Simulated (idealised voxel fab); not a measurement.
Process module under the name voxel transistor to metal
The width of the displayed cross-section, cut, is 190 nm; its cells are square, with a size of 5 nm.
Reading order for cross-sections: top band down to bottom band. Underlying form: a grid of square cells. Band size: one or more rows of cells.
What a band's entry tells you: where the top is and where the bottom is, as heights in nm, and after that what lies inside, material by material from left to right, each with its width in nm. Empty space is written as the word "empty", and a single material marked with the word "edge to edge" occupies the band from edge to edge.
Heights are measured from 0, the level below which the as-received wafer is all one material; the lowest band has no bottom and continues downward, written as in "from 0 down".
Width spec "30..40" -> top row of cells at first value, bottom row at second value, equal per-row change in between.
Given "no alteration" for a step, no cell of the cross-section differs between before and after that step.
If an empty space has no open way to the top and is at least 8 cells in size, "Fully sealed voids" lists it, written width x height at distance, where distance is measured from the left edge and every value is in nm.
If you see something after the settings on a step's line, that's the simulator's own remark about that step.
When a step includes a mask, the "overlay nm" setting on its line states how far to the right of its planned place that mask lay, and negative values state how far to the left.
Process steps foreseen in the plan
1: RECEIVE: material Si
2: OXIDIZE: depth nm 5
3: CONFORMAL_DEP: material SiN, thk nm 15
4: MASKED_ETCH: tone cover, mask id ACTIVE, width nm 100, etch materials SiN, depth nm 15, overlay nm 0
5: MASKED_ETCH: tone cover, mask id ACTIVE, width nm 100, etch materials SiO2, depth nm 5, overlay nm 0
6: MASKED_ETCH: tone cover, mask id ACTIVE, width nm 100, etch materials Si, depth nm 30, overlay nm 0
7: FILL_DEP: material SiO2, thk nm 15
8: CMP: height nm 15
9: SELECTIVE_ETCH: etch materials SiO2, depth nm 5
10: STRIP: etch materials SiN
11: SELECTIVE_ETCH: etch materials SiO2, depth nm 5
12: OXIDIZE: depth nm 5
13: DIRECTIONAL_DEP: material polySi, thk nm 25
14: DIRECTIONAL_DEP: material SiCN, thk nm 15
15: MASKED_ETCH: tone cover, mask id GATE, width nm 20, etch materials SiCN, depth nm 25, overlay nm 0
16: MASKED_ETCH: tone cover, mask id GATE, width nm 20, etch materials polySi, depth nm 35, overlay nm -10
17: CONFORMAL_DEP: material SiN, thk nm 10
18: DIRECTIONAL_ETCH: etch materials SiN, depth nm 10
19: DIRECTIONAL_ETCH: etch materials SiO2, depth nm 5
20: DIRECTIONAL_ETCH: etch materials Si, depth nm 5
21: EPI: material nSi, thk nm 5
22: FILL_DEP: material SiO2, thk nm 5
23: CMP: height nm 35
24: DIRECTIONAL_DEP: material SiO2, thk nm 15
25: MASKED_ETCH: tone open, mask id CONTACT, width nm 20, pitch nm 70, etch materials SiO2, depth nm 60, overlay nm 0
26: CONFORMAL_DEP: material TiN, thk nm 5
27: FILL_DEP: material Ru, thk nm 10
28: CMP: height nm 50
29: DIRECTIONAL_DEP: material TiN, thk nm 5
30: DIRECTIONAL_DEP: material Ru, thk nm 15
31: PATTERN: tone cover, mask id METAL_1, material resist, width nm 20, pitch nm 70, thk nm 20, overlay nm 0
32: DIRECTIONAL_ETCH: etch materials Ru, depth nm 15
33: DIRECTIONAL_ETCH: etch materials TiN, depth nm 5
34: STRIP: etch materials resist
35: CONFORMAL_DEP: material SiN, thk nm 5
36: FILL_DEP: material SiO2, thk nm 5
37: CMP: height nm 70
38: CONFORMAL_DEP: material SiCN, thk nm 5
Wafer-to-wafer difference: overlay nm, step 16. Common start. Plan = first wafer's value.
Sectional view: first of several wafers, as received, after step 1
	from 0 down  Si edge to edge
	Fully sealed voids: none
Once step 38, the last step, is complete, the module is at its end; this is the cross-section of the first of several wafers
	from 75 to 70  SiCN edge to edge
	from 70 to 55  SiO2 (45); SiN (5); Ru (20); SiN (5); SiO2 (40); SiN (5); Ru (20); SiN (5); SiO2 (45)
	from 55 to 50  SiN (50); TiN (20); SiN (50); TiN (20); SiN (50)
	from 50 to 35  SiO2 (50); TiN (5); Ru (10); TiN (5); SiO2 (50); TiN (5); Ru (10); TiN (5); SiO2 (50)
	from 35 to 25  SiO2 (50); TiN (5); Ru (10); TiN (5); SiO2 (5); SiN (10); SiCN (20); SiN (10); SiO2 (5); TiN (5); Ru (10); TiN (5); SiO2 (50)
	from 25 to 20  SiO2 (50); TiN (5); Ru (5); TiN (10); SiO2 (5); SiN (10); SiCN (20); SiN (10); SiO2 (5); TiN (5); Ru (10); TiN (5); SiO2 (50)
	from 20 to 5  SiO2 (50); TiN (5); Ru (5); TiN (5); SiN (10); polySi (30); SiN (10); SiO2 (5); TiN (5); Ru (10); TiN (5); SiO2 (50)
	from 5 to 0  SiO2 (40); SiN (10); TiN (5); Ru (5); TiN (5); SiN (10); polySi (30); SiN (10); SiO2 (5); TiN (5); Ru (10); TiN (5); SiN (10); SiO2 (40)
	from 0 to -5  SiO2 (40); SiN (10); TiN (15); SiN (10); polySi (30); SiN (10); SiO2 (5); TiN (5); Ru (5); TiN (10); SiN (10); SiO2 (40)
	from -5 to -10  SiO2 (50); nSi (5); TiN (5); nSi (5); SiO2 (50); nSi (5); TiN (15); nSi (5); SiO2 (50)
	from -10 to -15  SiO2 (45); Si (5); nSi (15); Si (50); nSi (25); Si (5); SiO2 (45)
	from -15 to -35  SiO2 (45); Si (100); SiO2 (45)
	from -35 down  Si edge to edge
	Fully sealed voids: none
Cross-sectional view, end of module, last wafer of several
	from 75 to 70  SiCN edge to edge
	from 70 to 55  SiO2 (45); SiN (5); Ru (20); SiN (5); SiO2 (40); SiN (5); Ru (20); SiN (5); SiO2 (45)
	from 55 to 50  SiN (50); TiN (20); SiN (50); TiN (20); SiN (50)
	from 50 to 35  SiO2 (50); TiN (5); Ru (10); TiN (5); SiO2 (50); TiN (5); Ru (10); TiN (5); SiO2 (50)
	from 35 to 25  SiO2 (50); TiN (5); Ru (10); TiN (5); SiO2 (5); SiN (10); SiCN (20); SiN (10); SiO2 (5); TiN (5); Ru (10); TiN (5); SiO2 (50)
	from 25 to 20  SiO2 (50); TiN (5); Ru (10); TiN (5); SiO2 (5); SiN (10); SiCN (20); SiN (10); SiO2 (5); TiN (10); Ru (5); TiN (5); SiO2 (50)
	from 20 to 5  SiO2 (50); TiN (5); Ru (10); TiN (5); SiO2 (5); SiN (10); polySi (30); SiN (10); TiN (5); Ru (5); TiN (5); SiO2 (50)
	from 5 to 0  SiO2 (40); SiN (10); TiN (5); Ru (10); TiN (5); SiO2 (5); SiN (10); polySi (30); SiN (10); TiN (5); Ru (5); TiN (5); SiN (10); SiO2 (40)
	from 0 to -5  SiO2 (40); SiN (10); TiN (10); Ru (5); TiN (5); SiO2 (5); SiN (10); polySi (30); SiN (10); TiN (15); SiN (10); SiO2 (40)
	from -5 to -10  SiO2 (50); nSi (5); TiN (15); nSi (5); SiO2 (50); nSi (5); TiN (5); nSi (5); SiO2 (50)
	from -10 to -15  SiO2 (45); Si (5); nSi (25); Si (50); nSi (15); Si (5); SiO2 (45)
	from -15 to -35  SiO2 (45); Si (100); SiO2 (45)
	from -35 down  Si edge to edge
	Fully sealed voids: none
For your reference, the table is organized with a row per wafer; each row reflects the wafer at the end of the module, indicating for each material the cells gained (+) or lost (-) since receipt, and thereafter its closed voids
overlay nm -10; +60 Ru; -174 Si; +50 SiCN; +82 SiN; +451 SiO2; +59 TiN; +12 nSi; +30 polySi; Fully sealed voids: none
overlay nm -5; +65 Ru; -175 Si; +50 SiCN; +82 SiN; +450 SiO2; +60 TiN; +13 nSi; +25 polySi; Fully sealed voids: none
overlay nm 0; +66 Ru; -176 Si; +50 SiCN; +82 SiN; +454 SiO2; +60 TiN; +14 nSi; +20 polySi; Fully sealed voids: none
overlay nm 5; +65 Ru; -175 Si; +50 SiCN; +82 SiN; +450 SiO2; +60 TiN; +13 nSi; +25 polySi; Fully sealed voids: none
overlay nm 10; +60 Ru; -174 Si; +50 SiCN; +82 SiN; +451 SiO2; +59 TiN; +12 nSi; +30 polySi; Fully sealed voids: none
